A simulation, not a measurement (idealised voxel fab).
A process module follows: voxel lift off.
For reference, the cross-section in this document is cut, with width 285 nm and square cells of 5 nm.
A cross-section in this document is a grid of square cells, and it is written down as bands, the top band listed before the ones below it; a band is made up of one or more rows of cells.
First you get the band's top height and its bottom height, in nm, and then the materials it's made of, left to right, with each width in nm. If you see a single material with "edge to edge", that one covers the band edge to edge. "empty" is empty space.
Heads up on the height convention: 0 is the point under which the incoming wafer is all one material, and the lowest band has no bottom, it just keeps going down, like "0..down".
A two-number width, for instance "30->40", indicates that the width is equal to the first number in the top row of the band and to the second number in the bottom row, and that it changes by a constant amount per row of cells.
Given "remained unchanged" for a step, no cell of the cross-section differs between before and after that step.
Heads up: "Completely enclosed voids" only lists the empty pockets with no open path to the top that are 8 cells or more, and it writes them as width x height at distance, distance from the left edge, in nm.
It should be noted that, on the line of a given step, the content following the step's settings is a remark produced by the simulator itself with respect to that step.
When a step includes a mask, the "overlay nm" setting on its line states how far to the right of its planned place that mask lay, and negative values state how far to the left.

-- The process steps that were planned are listed below
1. op RECEIVE | material Si
2. op CONFORMAL_DEP | material SiO2 | thk nm 15
3. op PATTERN | tone open | mask id LINES | material resist | width nm 15 | pitch nm 40 | thk nm 20 | overlay nm 0
4. op DIRECTIONAL_DEP | material Ru | thk nm 10
5. op STRIP | etch materials resist
6. op CONFORMAL_DEP | material SiN | thk nm 10
Heads up: all these wafers start the same, and what changes between them is the width nm in step 3. The value you see in the plan is just what the first wafer got.

-- Received wafers, first of several: cross-section after step 1
* 0..down  Si edge to edge
* Completely enclosed voids: none

-- Gained (+) or lost (-) cells of each material since receipt, then closed voids: one row per wafer, at the end of the module
width nm 15 | +12 Ru | +130 SiN | +171 SiO2 | Completely enclosed voids: none
width nm 20 | +16 Ru | +130 SiN | +171 SiO2 | Completely enclosed voids: none
width nm 25 | +20 Ru | +128 SiN | +171 SiO2 | Completely enclosed voids: none
